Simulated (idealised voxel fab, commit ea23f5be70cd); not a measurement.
process module | voxel transistor to metal
cross-section cut | 275 nm wide | cells 5 nm
A cross-section is a grid of square cells, given in bands from the top down. A band is one or more rows of cells.
Each band's line starts with the height of the band's top and of its bottom, in nm. Then come its materials from left to right, each with its width in nm. One material with "throughout" fills the band from edge to edge. "air" is empty space.
Height 0 is the level under which the wafer as received is all one material. The lowest band goes on downwards, as in "0 down".
A width such as "30 to 40" changes by the same amount from each row of cells to the next, from the band's top row to its bottom row.
"no change" after a step means that no cell of the cross-section changed.
closed voids: empty space of 8 cells or more with no open way to the top, each as width x height at its distance from the left edge, in nm
after a step's settings: what the simulator itself notes on the step
overlay nm, on a step with a mask: how far to the right of its planned place the mask lay; to the left if negative
Each pair below shows a cross-section before one step and the cross-section after it, down to the lowest band that changed. The line under each pair gives the step between them, with its settings. The pairs can come from different runs of this module on the same starting wafer, so a pair continues from the pair above only where its "before" says so.
before
  35 to 30: TiN 30 | air 5 | TiN 75 | air 5 | TiN 40 | air 5 | TiN 75 | air 5 | TiN 35
  30 to 20: SiO2 25 | TiN 5 | air 5 | TiN 5 | SiO2 65 | TiN 5 | air 5 | TiN 5 | SiO2 30 | TiN 5 | air 5 | TiN 5 | SiO2 65 | TiN 5 | air 5 | TiN 5 | SiO2 30
  20 to 5: SiO2 25 | TiN 5 | air 5 | TiN 5 | SiO2 5 | SiN 10 | HfO2 5 | TiN 5 | W 15 | TiN 5 | HfO2 5 | SiN 10 | SiO2 5 | TiN 5 | air 5 | TiN 5 | SiO2 30 | TiN 5 | air 5 | TiN 5 | SiO2 5 | SiN 10 | HfO2 5 | TiN 5 | W 15 | TiN 5 | HfO2 5 | SiN 10 | SiO2 5 | TiN 5 | air 5 | TiN 5 | SiO2 30
  5 to 0: SiO2 25 | TiN 15 | SiO2 5 | SiN 10 | HfO2 5 | TiN 25 | HfO2 5 | SiN 10 | SiO2 5 | TiN 15 | SiO2 30 | TiN 15 | SiO2 5 | SiN 10 | HfO2 5 | TiN 25 | HfO2 5 | SiN 10 | SiO2 5 | TiN 15 | SiO2 30
  0 to -5: SiO2 25 | SiGe 20 | SiO2 10 | HfO2 35 | SiO2 10 | SiGe 20 | SiO2 30 | SiGe 20 | SiO2 10 | HfO2 35 | SiO2 10 | SiGe 20 | SiO2 30
  -5 to -25: SiO2 30 | Si 85 | SiO2 40 | Si 85 | SiO2 35
  -25 down: Si throughout
  closed voids: none
after
  40 to 35: Ru throughout
  35 to 30: TiN 30 | Ru 5 | TiN 75 | Ru 5 | TiN 40 | Ru 5 | TiN 75 | Ru 5 | TiN 35
  30 to 20: SiO2 25 | TiN 5 | Ru 5 | TiN 5 | SiO2 65 | TiN 5 | Ru 5 | TiN 5 | SiO2 30 | TiN 5 | Ru 5 | TiN 5 | SiO2 65 | TiN 5 | Ru 5 | TiN 5 | SiO2 30
  20 to 5: SiO2 25 | TiN 5 | Ru 5 | TiN 5 | SiO2 5 | SiN 10 | HfO2 5 | TiN 5 | W 15 | TiN 5 | HfO2 5 | SiN 10 | SiO2 5 | TiN 5 | Ru 5 | TiN 5 | SiO2 30 | TiN 5 | Ru 5 | TiN 5 | SiO2 5 | SiN 10 | HfO2 5 | TiN 5 | W 15 | TiN 5 | HfO2 5 | SiN 10 | SiO2 5 | TiN 5 | Ru 5 | TiN 5 | SiO2 30
  below 5: unchanged
  closed voids: none
the step between: op FILL_DEP | material Ru | thk nm 5
before: the cross-section after the pair above
after
  30 to 20: SiO2 25 | TiN 5 | Ru 5 | TiN 5 | SiO2 65 | TiN 5 | Ru 5 | TiN 5 | SiO2 30 | TiN 5 | Ru 5 | TiN 5 | SiO2 65 | TiN 5 | Ru 5 | TiN 5 | SiO2 30
  below 20: unchanged
  closed voids: none
the step between: op CMP | height nm 30
before: the cross-section after the pair above
after
  35 to 30: TiN throughout
  below 30: unchanged
  closed voids: none
the step between: op DIRECTIONAL_DEP | material TiN | thk nm 5
before: the cross-section after the pair above
after
  60 to 35: Ru throughout
  below 35: unchanged
  closed voids: none
the step between: op DIRECTIONAL_DEP | material Ru | thk nm 25
before: the cross-section after the pair above
after
  80 to 60: air 25 | resist 15 | air 65 | resist 15 | air 30 | resist 15 | air 65 | resist 15 | air 30
  below 60: unchanged
  closed voids: none
the step between: op PATTERN | tone cover | mask id METAL_1 | material resist | width nm 15 | thk nm 20 | overlay nm 0
before: the cross-section after the pair above
after
  80 to 60: air 25 | resist 15 | air 65 | resist 15 | air 30 | resist 15 | air 65 | resist 15 | air 30
  60 to 35: air 25 | Ru 15 | air 65 | Ru 15 | air 30 | Ru 15 | air 65 | Ru 15 | air 30
  below 35: unchanged
  closed voids: none
the step between: op DIRECTIONAL_ETCH | etch materials Ru | depth nm 25
before: the cross-section after the pair above
after
  80 to 60: air 25 | resist 15 | air 65 | resist 15 | air 30 | resist 15 | air 65 | resist 15 | air 30
  60 to 35: air 25 | Ru 15 | air 65 | Ru 15 | air 30 | Ru 15 | air 65 | Ru 15 | air 30
  35 to 30: air 25 | TiN 15 | air 65 | TiN 15 | air 30 | TiN 15 | air 65 | TiN 15 | air 30
  below 30: unchanged
  closed voids: none
the step between: op DIRECTIONAL_ETCH | etch materials TiN | depth nm 5
before: the cross-section after the pair above
after
  60 to 35: air 25 | Ru 15 | air 65 | Ru 15 | air 30 | Ru 15 | air 65 | Ru 15 | air 30
  below 35: unchanged
  closed voids: none
the step between: op STRIP | etch materials resist
before: the cross-section after the pair above
after
  65 to 60: lowk throughout
  60 to 35: lowk 25 | Ru 15 | lowk 65 | Ru 15 | lowk 30 | Ru 15 | lowk 65 | Ru 15 | lowk 30
  35 to 30: lowk 25 | TiN 15 | lowk 65 | TiN 15 | lowk 30 | TiN 15 | lowk 65 | TiN 15 | lowk 30
  below 30: unchanged
  closed voids: none
the step between: op FILL_DEP | material lowk | thk nm 5
before: the cross-section after the pair above
after
  60 to 35: lowk 25 | Ru 15 | lowk 65 | Ru 15 | lowk 30 | Ru 15 | lowk 65 | Ru 15 | lowk 30
  below 35: unchanged
  closed voids: none
the step between: op CMP | height nm 60
before: the cross-section after the pair above
after
  65 to 60: SiN throughout
  below 60: unchanged
  closed voids: none
the step between: op CONFORMAL_DEP | material SiN | thk nm 5
before
  30 to 20: SiO2 throughout
  20 to 5: SiO2 45 | SiN 10 | HfO2 5 | TiN 5 | W 15 | TiN 5 | HfO2 5 | SiN 10 | SiO2 70 | SiN 10 | HfO2 5 | TiN 5 | W 15 | TiN 5 | HfO2 5 | SiN 10 | SiO2 50
  5 to 0: SiO2 45 | SiN 10 | HfO2 5 | TiN 25 | HfO2 5 | SiN 10 | SiO2 70 | SiN 10 | HfO2 5 | TiN 25 | HfO2 5 | SiN 10 | SiO2 50
  0 to -5: SiO2 20 | SiGe 25 | SiO2 10 | HfO2 35 | SiO2 10 | SiGe 25 | SiO2 20 | SiGe 25 | SiO2 10 | HfO2 35 | SiO2 10 | SiGe 25 | SiO2 25
  -5 to -25: SiO2 25 | Si 95 | SiO2 30 | Si 95 | SiO2 30
  -25 down: Si throughout
  closed voids: none
after
  30 to 20: SiO2 35 | air 15 | SiO2 65 | air 15 | SiO2 30 | air 15 | SiO2 65 | air 15 | SiO2 20
  20 to 5: SiO2 35 | air 10 | SiN 10 | HfO2 5 | TiN 5 | W 15 | TiN 5 | HfO2 5 | SiN 10 | SiO2 15 | air 15 | SiO2 30 | air 10 | SiN 10 | HfO2 5 | TiN 5 | W 15 | TiN 5 | HfO2 5 | SiN 10 | SiO2 15 | air 15 | SiO2 20
  5 to 0: SiO2 35 | air 10 | SiN 10 | HfO2 5 | TiN 25 | HfO2 5 | SiN 10 | SiO2 15 | air 15 | SiO2 30 | air 10 | SiN 10 | HfO2 5 | TiN 25 | HfO2 5 | SiN 10 | SiO2 15 | air 15 | SiO2 20
  below 0: unchanged
  closed voids: none
the step between: op MASKED_ETCH | tone open | mask id CONTACT | width nm 15 | etch materials SiO2 | depth nm 30 | overlay nm 10
before: the cross-section after the pair above
after
  35 to 30: TiN 40 | air 5 | TiN 75 | air 5 | TiN 40 | air 5 | TiN 75 | air 5 | TiN 25
  30 to 25: SiO2 35 | TiN 5 | air 5 | TiN 5 | SiO2 65 | TiN 5 | air 5 | TiN 5 | SiO2 30 | TiN 5 | air 5 | TiN 5 | SiO2 65 | TiN 5 | air 5 | TiN 5 | SiO2 20
  25 to 20: SiO2 35 | TiN 15 | SiO2 65 | TiN 5 | air 5 | TiN 5 | SiO2 30 | TiN 15 | SiO2 65 | TiN 5 | air 5 | TiN 5 | SiO2 20
  20 to 5: SiO2 35 | TiN 10 | SiN 10 | HfO2 5 | TiN 5 | W 15 | TiN 5 | HfO2 5 | SiN 10 | SiO2 15 | TiN 5 | air 5 | TiN 5 | SiO2 30 | TiN 10 | SiN 10 | HfO2 5 | TiN 5 | W 15 | TiN 5 | HfO2 5 | SiN 10 | SiO2 15 | TiN 5 | air 5 | TiN 5 | SiO2 20
  5 to 0: SiO2 35 | TiN 10 | SiN 10 | HfO2 5 | TiN 25 | HfO2 5 | SiN 10 | SiO2 15 | TiN 15 | SiO2 30 | TiN 10 | SiN 10 | HfO2 5 | TiN 25 | HfO2 5 | SiN 10 | SiO2 15 | TiN 15 | SiO2 20
  below 0: unchanged
  closed voids: none
the step between: op CONFORMAL_DEP | material TiN | thk nm 5
before: the cross-section after the pair above
after
  40 to 35: Ru throughout
  35 to 30: TiN 40 | Ru 5 | TiN 75 | Ru 5 | TiN 40 | Ru 5 | TiN 75 | Ru 5 | TiN 25
  30 to 25: SiO2 35 | TiN 5 | Ru 5 | TiN 5 | SiO2 65 | TiN 5 | Ru 5 | TiN 5 | SiO2 30 | TiN 5 | Ru 5 | TiN 5 | SiO2 65 | TiN 5 | Ru 5 | TiN 5 | SiO2 20
  25 to 20: SiO2 35 | TiN 15 | SiO2 65 | TiN 5 | Ru 5 | TiN 5 | SiO2 30 | TiN 15 | SiO2 65 | TiN 5 | Ru 5 | TiN 5 | SiO2 20
  20 to 5: SiO2 35 | TiN 10 | SiN 10 | HfO2 5 | TiN 5 | W 15 | TiN 5 | HfO2 5 | SiN 10 | SiO2 15 | TiN 5 | Ru 5 | TiN 5 | SiO2 30 | TiN 10 | SiN 10 | HfO2 5 | TiN 5 | W 15 | TiN 5 | HfO2 5 | SiN 10 | SiO2 15 | TiN 5 | Ru 5 | TiN 5 | SiO2 20
  below 5: unchanged
  closed voids: none
the step between: op FILL_DEP | material Ru | thk nm 5
before: the cross-section after the pair above
after
  30 to 25: SiO2 35 | TiN 5 | Ru 5 | TiN 5 | SiO2 65 | TiN 5 | Ru 5 | TiN 5 | SiO2 30 | TiN 5 | Ru 5 | TiN 5 | SiO2 65 | TiN 5 | Ru 5 | TiN 5 | SiO2 20
  below 25: unchanged
  closed voids: none
the step between: op CMP | height nm 30
before: the cross-section after the pair above
after
  35 to 30: TiN throughout
  below 30: unchanged
  closed voids: none
the step between: op DIRECTIONAL_DEP | material TiN | thk nm 5
before: the cross-section after the pair above
after
  60 to 35: Ru throughout
  below 35: unchanged
  closed voids: none
the step between: op DIRECTIONAL_DEP | material Ru | thk nm 25
before: the cross-section after the pair above
after
  80 to 60: air 25 | resist 15 | air 65 | resist 15 | air 30 | resist 15 | air 65 | resist 15 | air 30
  below 60: unchanged
  closed voids: none
the step between: op PATTERN | tone cover | mask id METAL_1 | material resist | width nm 15 | thk nm 20 | overlay nm 0
before: the cross-section after the pair above
after
  80 to 60: air 25 | resist 15 | air 65 | resist 15 | air 30 | resist 15 | air 65 | resist 15 | air 30
  60 to 35: air 25 | Ru 15 | air 65 | Ru 15 | air 30 | Ru 15 | air 65 | Ru 15 | air 30
  below 35: unchanged
  closed voids: none
the step between: op DIRECTIONAL_ETCH | etch materials Ru | depth nm 25
before: the cross-section after the pair above
after
  80 to 60: air 25 | resist 15 | air 65 | resist 15 | air 30 | resist 15 | air 65 | resist 15 | air 30
  60 to 35: air 25 | Ru 15 | air 65 | Ru 15 | air 30 | Ru 15 | air 65 | Ru 15 | air 30
  35 to 30: air 25 | TiN 15 | air 65 | TiN 15 | air 30 | TiN 15 | air 65 | TiN 15 | air 30
  below 30: unchanged
  closed voids: none
the step between: op DIRECTIONAL_ETCH | etch materials TiN | depth nm 5
before: the cross-section after the pair above
after
  60 to 35: air 25 | Ru 15 | air 65 | Ru 15 | air 30 | Ru 15 | air 65 | Ru 15 | air 30
  below 35: unchanged
  closed voids: none
the step between: op STRIP | etch materials resist
before: the cross-section after the pair above
after
  65 to 60: lowk throughout
  60 to 35: lowk 25 | Ru 15 | lowk 65 | Ru 15 | lowk 30 | Ru 15 | lowk 65 | Ru 15 | lowk 30
  35 to 30: lowk 25 | TiN 15 | lowk 65 | TiN 15 | lowk 30 | TiN 15 | lowk 65 | TiN 15 | lowk 30
  below 30: unchanged
  closed voids: none
the step between: op FILL_DEP | material lowk | thk nm 5
before: the cross-section after the pair above
after
  60 to 35: lowk 25 | Ru 15 | lowk 65 | Ru 15 | lowk 30 | Ru 15 | lowk 65 | Ru 15 | lowk 30
  below 35: unchanged
  closed voids: none
the step between: op CMP | height nm 60
before: the cross-section after the pair above
after
  65 to 60: SiN throughout
  below 60: unchanged
  closed voids: none
the step between: op CONFORMAL_DEP | material SiN | thk nm 5
before
  60 to 35: lowk 25 | Ru 15 | lowk 65 | Ru 15 | lowk 30 | Ru 15 | lowk 65 | Ru 15 | lowk 30
  35 to 30: lowk 25 | TiN 15 | lowk 65 | TiN 15 | lowk 30 | TiN 15 | lowk 65 | TiN 15 | lowk 30
  30 to 20: SiO2 25 | TiN 5 | Ru 5 | TiN 5 | SiO2 65 | TiN 5 | Ru 5 | TiN 5 | SiO2 30 | TiN 5 | Ru 5 | TiN 5 | SiO2 65 | TiN 5 | Ru 5 | TiN 5 | SiO2 30
  20 to 5: SiO2 25 | TiN 5 | Ru 5 | TiN 5 | SiO2 5 | SiN 10 | HfO2 5 | TiN 5 | W 15 | TiN 5 | HfO2 5 | SiN 10 | SiO2 5 | TiN 5 | Ru 5 | TiN 5 | SiO2 30 | TiN 5 | Ru 5 | TiN 5 | SiO2 5 | SiN 10 | HfO2 5 | TiN 5 | W 15 | TiN 5 | HfO2 5 | SiN 10 | SiO2 5 | TiN 5 | Ru 5 | TiN 5 | SiO2 30
  5 to 0: SiO2 25 | TiN 15 | SiO2 5 | SiN 10 | HfO2 5 | TiN 25 | HfO2 5 | SiN 10 | SiO2 5 | TiN 15 | SiO2 30 | TiN 15 | SiO2 5 | SiN 10 | HfO2 5 | TiN 25 | HfO2 5 | SiN 10 | SiO2 5 | TiN 15 | SiO2 30
  0 to -5: SiO2 20 | SiGe 25 | SiO2 10 | HfO2 35 | SiO2 10 | SiGe 25 | SiO2 20 | SiGe 25 | SiO2 10 | HfO2 35 | SiO2 10 | SiGe 25 | SiO2 25
  -5 to -25: SiO2 25 | Si 95 | SiO2 30 | Si 95 | SiO2 30
  -25 down: Si throughout
  closed voids: none
after
  65 to 60: polySi throughout
  below 60: unchanged
  closed voids: none
the step between: op CONFORMAL_DEP | material polySi | thk nm 5
before
  30 to 20: SiO2 throughout
  20 to 5: SiO2 45 | SiN 10 | HfO2 5 | TiN 5 | W 15 | TiN 5 | HfO2 5 | SiN 10 | SiO2 70 | SiN 10 | HfO2 5 | TiN 5 | W 15 | TiN 5 | HfO2 5 | SiN 10 | SiO2 50
  5 to 0: SiO2 45 | SiN 10 | HfO2 5 | TiN 25 | HfO2 5 | SiN 10 | SiO2 70 | SiN 10 | HfO2 5 | TiN 25 | HfO2 5 | SiN 10 | SiO2 50
  0 to -5: SiO2 20 | SiGe 25 | SiO2 10 | HfO2 35 | SiO2 10 | SiGe 25 | SiO2 20 | SiGe 25 | SiO2 10 | HfO2 35 | SiO2 10 | SiGe 25 | SiO2 25
  -5 to -25: SiO2 25 | Si 95 | SiO2 30 | Si 95 | SiO2 30
  -25 down: Si throughout
  closed voids: none
after
  30 to 20: air 25 | SiO2 15 | air 65 | SiO2 15 | air 30 | SiO2 15 | air 65 | SiO2 15 | air 30
  20 to 5: air 25 | SiO2 15 | air 5 | SiN 10 | HfO2 5 | TiN 5 | W 15 | TiN 5 | HfO2 5 | SiN 10 | air 5 | SiO2 15 | air 30 | SiO2 15 | air 5 | SiN 10 | HfO2 5 | TiN 5 | W 15 | TiN 5 | HfO2 5 | SiN 10 | air 5 | SiO2 15 | air 30
  5 to 0: air 25 | SiO2 15 | air 5 | SiN 10 | HfO2 5 | TiN 25 | HfO2 5 | SiN 10 | air 5 | SiO2 15 | air 30 | SiO2 15 | air 5 | SiN 10 | HfO2 5 | TiN 25 | HfO2 5 | SiN 10 | air 5 | SiO2 15 | air 30
  below 0: unchanged
  closed voids: none
the step between: op MASKED_ETCH | tone cover | mask id CONTACT | width nm 15 | etch materials SiO2 | depth nm 30 | overlay nm 0
before: the cross-section after the pair above
after
  35 to 30: air 20 | TiN 25 | air 55 | TiN 25 | air 20 | TiN 25 | air 55 | TiN 25 | air 25
  30 to 25: air 20 | TiN 5 | SiO2 15 | TiN 5 | air 55 | TiN 5 | SiO2 15 | TiN 5 | air 20 | TiN 5 | SiO2 15 | TiN 5 | air 55 | TiN 5 | SiO2 15 | TiN 5 | air 25
  25 to 20: air 20 | TiN 5 | SiO2 15 | TiN 65 | SiO2 15 | TiN 5 | air 20 | TiN 5 | SiO2 15 | TiN 65 | SiO2 15 | TiN 5 | air 25
  20 to 5: air 20 | TiN 5 | SiO2 15 | TiN 5 | SiN 10 | HfO2 5 | TiN 5 | W 15 | TiN 5 | HfO2 5 | SiN 10 | TiN 5 | SiO2 15 | TiN 5 | air 20 | TiN 5 | SiO2 15 | TiN 5 | SiN 10 | HfO2 5 | TiN 5 | W 15 | TiN 5 | HfO2 5 | SiN 10 | TiN 5 | SiO2 15 | TiN 5 | air 25
  5 to 0: TiN 25 | SiO2 15 | TiN 5 | SiN 10 | HfO2 5 | TiN 25 | HfO2 5 | SiN 10 | TiN 5 | SiO2 15 | TiN 30 | SiO2 15 | TiN 5 | SiN 10 | HfO2 5 | TiN 25 | HfO2 5 | SiN 10 | TiN 5 | SiO2 15 | TiN 30
  below 0: unchanged
  closed voids: none
the step between: op CONFORMAL_DEP | material TiN | thk nm 5
before: the cross-section after the pair above
after
  40 to 35: Ru throughout
  35 to 30: Ru 20 | TiN 25 | Ru 55 | TiN 25 | Ru 20 | TiN 25 | Ru 55 | TiN 25 | Ru 25
  30 to 25: Ru 20 | TiN 5 | SiO2 15 | TiN 5 | Ru 55 | TiN 5 | SiO2 15 | TiN 5 | Ru 20 | TiN 5 | SiO2 15 | TiN 5 | Ru 55 | TiN 5 | SiO2 15 | TiN 5 | Ru 25
  25 to 20: Ru 20 | TiN 5 | SiO2 15 | TiN 65 | SiO2 15 | TiN 5 | Ru 20 | TiN 5 | SiO2 15 | TiN 65 | SiO2 15 | TiN 5 | Ru 25
  20 to 5: Ru 20 | TiN 5 | SiO2 15 | TiN 5 | SiN 10 | HfO2 5 | TiN 5 | W 15 | TiN 5 | HfO2 5 | SiN 10 | TiN 5 | SiO2 15 | TiN 5 | Ru 20 | TiN 5 | SiO2 15 | TiN 5 | SiN 10 | HfO2 5 | TiN 5 | W 15 | TiN 5 | HfO2 5 | SiN 10 | TiN 5 | SiO2 15 | TiN 5 | Ru 25
  below 5: unchanged
  closed voids: none
the step between: op FILL_DEP | material Ru | thk nm 5
before: the cross-section after the pair above
after
  30 to 25: Ru 20 | TiN 5 | SiO2 15 | TiN 5 | Ru 55 | TiN 5 | SiO2 15 | TiN 5 | Ru 20 | TiN 5 | SiO2 15 | TiN 5 | Ru 55 | TiN 5 | SiO2 15 | TiN 5 | Ru 25
  below 25: unchanged
  closed voids: none
the step between: op CMP | height nm 30
before: the cross-section after the pair above
after
  35 to 30: TiN throughout
  below 30: unchanged
  closed voids: none
the step between: op DIRECTIONAL_DEP | material TiN | thk nm 5
before: the cross-section after the pair above
after
  60 to 35: Ru throughout
  below 35: unchanged
  closed voids: none
the step between: op DIRECTIONAL_DEP | material Ru | thk nm 25
before: the cross-section after the pair above
after
  80 to 60: air 25 | resist 15 | air 65 | resist 15 | air 30 | resist 15 | air 65 | resist 15 | air 30
  below 60: unchanged
  closed voids: none
the step between: op PATTERN | tone cover | mask id METAL_1 | material resist | width nm 15 | thk nm 20 | overlay nm 0
before: the cross-section after the pair above
after
  80 to 60: air 25 | resist 15 | air 65 | resist 15 | air 30 | resist 15 | air 65 | resist 15 | air 30
  60 to 35: air 25 | Ru 15 | air 65 | Ru 15 | air 30 | Ru 15 | air 65 | Ru 15 | air 30
  below 35: unchanged
  closed voids: none
the step between: op DIRECTIONAL_ETCH | etch materials Ru | depth nm 25
before: the cross-section after the pair above
after
  80 to 60: air 25 | resist 15 | air 65 | resist 15 | air 30 | resist 15 | air 65 | resist 15 | air 30
  60 to 35: air 25 | Ru 15 | air 65 | Ru 15 | air 30 | Ru 15 | air 65 | Ru 15 | air 30
  35 to 30: air 25 | TiN 15 | air 65 | TiN 15 | air 30 | TiN 15 | air 65 | TiN 15 | air 30
  below 30: unchanged
  closed voids: none
the step between: op DIRECTIONAL_ETCH | etch materials TiN | depth nm 5
before: the cross-section after the pair above
after
  60 to 35: air 25 | Ru 15 | air 65 | Ru 15 | air 30 | Ru 15 | air 65 | Ru 15 | air 30
  below 35: unchanged
  closed voids: none
the step between: op STRIP | etch materials resist
before: the cross-section after the pair above
after
  65 to 60: lowk throughout
  60 to 35: lowk 25 | Ru 15 | lowk 65 | Ru 15 | lowk 30 | Ru 15 | lowk 65 | Ru 15 | lowk 30
  35 to 30: lowk 25 | TiN 15 | lowk 65 | TiN 15 | lowk 30 | TiN 15 | lowk 65 | TiN 15 | lowk 30
  below 30: unchanged
  closed voids: none
the step between: op FILL_DEP | material lowk | thk nm 5
before: the cross-section after the pair above
after
  60 to 35: lowk 25 | Ru 15 | lowk 65 | Ru 15 | lowk 30 | Ru 15 | lowk 65 | Ru 15 | lowk 30
  below 35: unchanged
  closed voids: none
the step between: op CMP | height nm 60
before: the cross-section after the pair above
after
  65 to 60: SiN throughout
  below 60: unchanged
  closed voids: none
the step between: op CONFORMAL_DEP | material SiN | thk nm 5
